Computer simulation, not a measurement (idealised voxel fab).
The document below concerns the process module designated voxel released beams.
Square cell edge 5 nm, section width 260 nm, ID cut.
Just so we're on the same page, the cross-sections are grids of square cells, and they're listed out in bands top to bottom, each band one or more rows deep.
Within each band entry, the heights of the top and of the bottom of the band appear first, in that order and in nm; the materials of the band then follow from left to right, each with its corresponding width in nm. The designation "throughout" on a single material indicates that it fills the band from edge to edge; the designation "empty" indicates empty space.
Zero point of the height axis is 0; under it, received wafer = one material. Lowest band: continues down indefinitely, "from 0 down".
Graded width ("30..40"): value in top row of band = first number; value in bottom row = second number; row-to-row change constant.
Key: "all unchanged" - step with no changed cell in the cross-section.
"Cavities, sealed": sealed empty spaces, 8 cells or more, no open way to top, listed width x height at distance, with distance from the left edge and width, height and distance in nm.
It should be noted that, on the line of a given step, the content following the step's settings is a remark produced by the simulator itself with respect to that step.
overlay nm: for a step with a mask, the amount by which the mask lay right of where it was planned; a negative amount means left of it.
[Intended process steps]
1,RECEIVE (material Si)
2,CONFORMAL_DEP (material SiN; thk nm 10)
3,DIRECTIONAL_DEP (material SiO2; thk nm 20)
4,PATTERN (tone open; mask id ANCHOR; material resist; width nm 45; thk nm 15; overlay nm 0)
5,DIRECTIONAL_ETCH (etch materials SiO2; depth nm 20)
6,STRIP (etch materials resist)
7,CONFORMAL_DEP (material polySi; thk nm 15)
8,DIRECTIONAL_DEP (material aC; thk nm 10)
9,PATTERN (tone cover; mask id BEAM; material resist; width nm 95; thk nm 25; overlay nm 0)
10,DIRECTIONAL_ETCH (etch materials aC; depth nm 10)
11,STRIP (etch materials resist)
12,DIRECTIONAL_ETCH (etch materials polySi; depth nm 15)
13,STRIP (etch materials aC)
14,STRIP (etch materials SiO2)
[Incoming wafer, cross-sectional view, post step 1]
    from 0 down  Si throughout
    Cavities, sealed: none
[a wafer at the end: this start, this plan, one mistake]
    from 45 to 30  empty 80 nm | polySi 65 nm | empty 115 nm
    from 30 to 25  empty 70 nm | polySi 15 nm | SiO2 45 nm | polySi 15 nm | empty 115 nm
    from 25 to 10  empty 70 nm | polySi 15 nm | SiO2 45 nm | polySi 45 nm | empty 85 nm
    from 10 to 0  SiN throughout
    from 0 down  Si throughout
    Cavities, sealed: none
What went wrong in running the wafer? step 4 changed vs plan, executed as PATTERN (tone cover; mask id ANCHOR; material resist; width nm 45; thk nm 15; overlay nm 0)
